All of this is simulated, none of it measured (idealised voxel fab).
process module | voxel lift off
cross-section cut | 185 nm wide | cells 5 nm
A cross-section is a grid of square cells, given in bands from the top down. A band is one or more rows of cells.
Each band's line starts with the height of the band's top and of its bottom, in nm. Then come its materials from left to right, each with its width in nm. One material with "throughout" fills the band from edge to edge. "air" is empty space.
Height 0 is the level under which the wafer as received is all one material. The lowest band goes on downwards, as in "0 down".
A width such as "30 to 40" changes by the same amount from each row of cells to the next, from the band's top row to its bottom row.
"no change" after a step means that no cell of the cross-section changed.
closed voids: empty space of 8 cells or more with no open way to the top, each as width x height at its distance from the left edge, in nm
after a step's settings: what the simulator itself notes on the step
overlay nm, on a step with a mask: how far to the right of its planned place the mask lay; to the left if negative
plan
1 op RECEIVE | material Si
2 op CONFORMAL_DEP | material SiO2 | thk nm 15
3 op PATTERN | tone open | mask id LINES | material resist | width nm 25 | pitch nm 55 | thk nm 25 | overlay nm -15
4 op DIRECTIONAL_DEP | material Ru | thk nm 10
5 op STRIP | etch materials resist
6 op CONFORMAL_DEP | material SiO2 | thk nm 10
varied across the wafers: overlay nm of step 3. The plan shows the first wafer's value. All wafers start alike
first wafer as received, after step 1
  0 down: Si throughout
  closed voids: none
each wafer at the end: cells of each material gained (+) or lost (-) since it was received, then its closed voids
overlay nm -15 | +20 Ru | +201 SiO2 | closed voids: none
overlay nm -10 | +20 Ru | +201 SiO2 | closed voids: none
overlay nm -5 | +20 Ru | +201 SiO2 | closed voids: none
overlay nm 0 | +20 Ru | +201 SiO2 | closed voids: none
overlay nm 5 | +20 Ru | +201 SiO2 | closed voids: none
overlay nm 10 | +20 Ru | +201 SiO2 | closed voids: none
overlay nm 15 | +20 Ru | +201 SiO2 | closed voids: none
